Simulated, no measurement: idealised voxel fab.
A process module follows: voxel tone inversion.
Cross-section cut: width 225 nm, square cells of 5 nm.
Square cells in a grid make up a cross-section in this document, and the grid is given as bands, listed from the top down, each one or more rows of cells. Band entry format. Leading values: height of top, height of bottom, nm. Remainder: materials in left-to-right order, each with its width in nm. Special words: "all across" on a single material, which then fills the band edge to edge; "empty", empty space. Where do heights start? At 0: under that level the wafer as delivered is made of one material only. And the lowest band has no floor; it just carries on downward, as in "0 nm and below". Quick explanation for "30..40": the width changes in equal steps down the rows of cells, from the first number in the band's top row to the second number in its bottom row. Reading "nothing was modified" for a step: not a cell of the cross-section changed in it. "Closed cavities" means: voids of 8 cells or more that are shut off from the top with no open way through. Written width x height at distance, distance from the left edge, in nm. Where a step's line continues beyond its settings, the continuation is a remark by the simulator itself on that step. "overlay nm" on a masked step: distance the mask lay right of its planned place, negative for left.
[Intended process steps]
1. RECEIVE,material Si
2. CONFORMAL_DEP,material SiCN,thk nm 5
3. DIRECTIONAL_DEP,material polySi,thk nm 15
4. PATTERN,tone cover,mask id POSTS,material resist,width nm 25,pitch nm 50,thk nm 20,overlay nm -10
5. DIRECTIONAL_ETCH,etch materials polySi,depth nm 15
6. STRIP,etch materials resist
7. FILL_DEP,material lowk,thk nm 10
8. CMP,height nm 20
9. STRIP,etch materials polySi
Where the wafers of this document differ is in the overlay nm of step 4; they start out the same, and the plan states the value that applied to the first wafer.
[Cross-section of the first of several received wafers, showing its state after step 1]
  0 nm and below  Si all across
  Closed cavities: none
[Post step 9, the closing step of the module: first of several wafers, cross-sectioned]
  20 nm to 5 nm  15 nm lowk, 25 nm empty, 25 nm lowk, 25 nm empty, 25 nm lowk, 25 nm empty, 25 nm lowk, 25 nm empty, 35 nm lowk
  5 nm to 0 nm  SiCN all across
  0 nm and below  Si all across
  Closed cavities: none
[Sectional view of the last wafer upon completion of the module]
  20 nm to 5 nm  35 nm lowk, 25 nm empty, 25 nm lowk, 25 nm empty, 25 nm lowk, 25 nm empty, 25 nm lowk, 25 nm empty, 15 nm lowk
  5 nm to 0 nm  SiCN all across
  0 nm and below  Si all across
  Closed cavities: none
[Below: a row per wafer. Contents at end of module: for every material, cells gained since receipt (+) or lost since receipt (-); then closed voids]
overlay nm -10 | +45 SiCN | +75 lowk | Closed cavities: none
overlay nm -5 | +45 SiCN | +75 lowk | Closed cavities: none
overlay nm 0 | +45 SiCN | +75 lowk | Closed cavities: none
overlay nm 5 | +45 SiCN | +75 lowk | Closed cavities: none
overlay nm 10 | +45 SiCN | +75 lowk | Closed cavities: none
